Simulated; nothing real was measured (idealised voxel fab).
voxel wiring stack: a process module
Displayed cross-section: cut, width of 200 nm, square cells sized 5 nm.
Format of a cross-section: grid, square cells. Given as bands. Order: top down. Band: one or more rows of cells.
Look at the band entry: it leads with the top's height and the bottom's height in nm. Then it lists the materials left to right, with a width in nm for each. The word "all across" on a single material says that material fills the band edge to edge. The word "empty" is empty space.
Ref level 0: as-received wafer is one material below here. Bottom band extends down with no lower bound ("0..down").
Width spec "30..40" -> top row of cells at first value, bottom row at second value, equal per-row change in between.
The designation "no change occurred", where it is given for a processing step, indicates that no cell of the cross-section was altered in the course of that step.
Enclosed voids (no open way to top), threshold 8 cells or more, entry "Entrapped voids", notation width x height at distance, distance from left edge, nm.
On each step's line, the part that comes after the settings is the simulator's own comment on the step.
For masked steps, "overlay nm" on the step line gives how far right of plan the mask actually lay; a minus sign means it lay to the left.
Process steps (planned):
- 1: RECEIVE: material Si
- 2: CONFORMAL_DEP: material SiO2, thk nm 10
- 3: DIRECTIONAL_DEP: material TiN, thk nm 5
- 4: DIRECTIONAL_DEP: material Ru, thk nm 25
- 5: PATTERN: tone cover, mask id METAL_1, material resist, width nm 30, pitch nm 45, thk nm 20, overlay nm 0
- 6: DIRECTIONAL_ETCH: etch materials Ru, depth nm 25
- 7: DIRECTIONAL_ETCH: etch materials TiN, depth nm 5
- 8: STRIP: etch materials resist
- 9: FILL_DEP: material SiO2, thk nm 10
- 10: CMP: height nm 40
- 11: CONFORMAL_DEP: material SiCN, thk nm 5
- 12: DIRECTIONAL_DEP: material lowk, thk nm 10
- 13: PATTERN: tone open, mask id PLUG_1, material resist, width nm 15, pitch nm 45, thk nm 15, overlay nm 0
- 14: DIRECTIONAL_ETCH: etch materials lowk, depth nm 10
- 15: DIRECTIONAL_ETCH: etch materials SiCN, depth nm 5
- 16: STRIP: etch materials resist
- 17: CONFORMAL_DEP: material TiN, thk nm 5
- 18: FILL_DEP: material Cu, thk nm 5
- 19: CMP: height nm 55
- 20: CONFORMAL_DEP: material SiCN, thk nm 5
- 21: DIRECTIONAL_DEP: material lowk, thk nm 25
- 22: PATTERN: tone open, mask id METAL_2, material resist, width nm 30, pitch nm 45, thk nm 15, overlay nm 0
- 23: DIRECTIONAL_ETCH: etch materials lowk, depth nm 25
- 24: DIRECTIONAL_ETCH: etch materials SiCN, depth nm 5
- 25: STRIP: etch materials resist
- 26: CONFORMAL_DEP: material TiN, thk nm 5
- 27: FILL_DEP: material Ru, thk nm 10
- 28: CMP: height nm 85
- 29: EPI: material Ru, thk nm 5
- 30: FILL_DEP: material SiCN, thk nm 5
Split variable: width nm, step 13. Plan value = first wafer. Wafers start alike.
The first of several wafers as received, shown in cross-section; this is its state after step 1:
- 0..down: Si all across
- Entrapped voids: none
Where each wafer stands at the end of the module, a row apiece: cells of each material gained (+) or lost (-) since it was received, then closed voids:
width nm 15, +6 Cu, +174 Ru, +109 SiCN, +212 SiO2, +87 TiN, +172 lowk, Entrapped voids: none
width nm 20, +12 Cu, +174 Ru, +106 SiCN, +212 SiO2, +90 TiN, +166 lowk, Entrapped voids: none
width nm 25, +18 Cu, +174 Ru, +103 SiCN, +212 SiO2, +93 TiN, +160 lowk, Entrapped voids: none
width nm 30, +24 Cu, +174 Ru, +100 SiCN, +212 SiO2, +96 TiN, +154 lowk, Entrapped voids: none
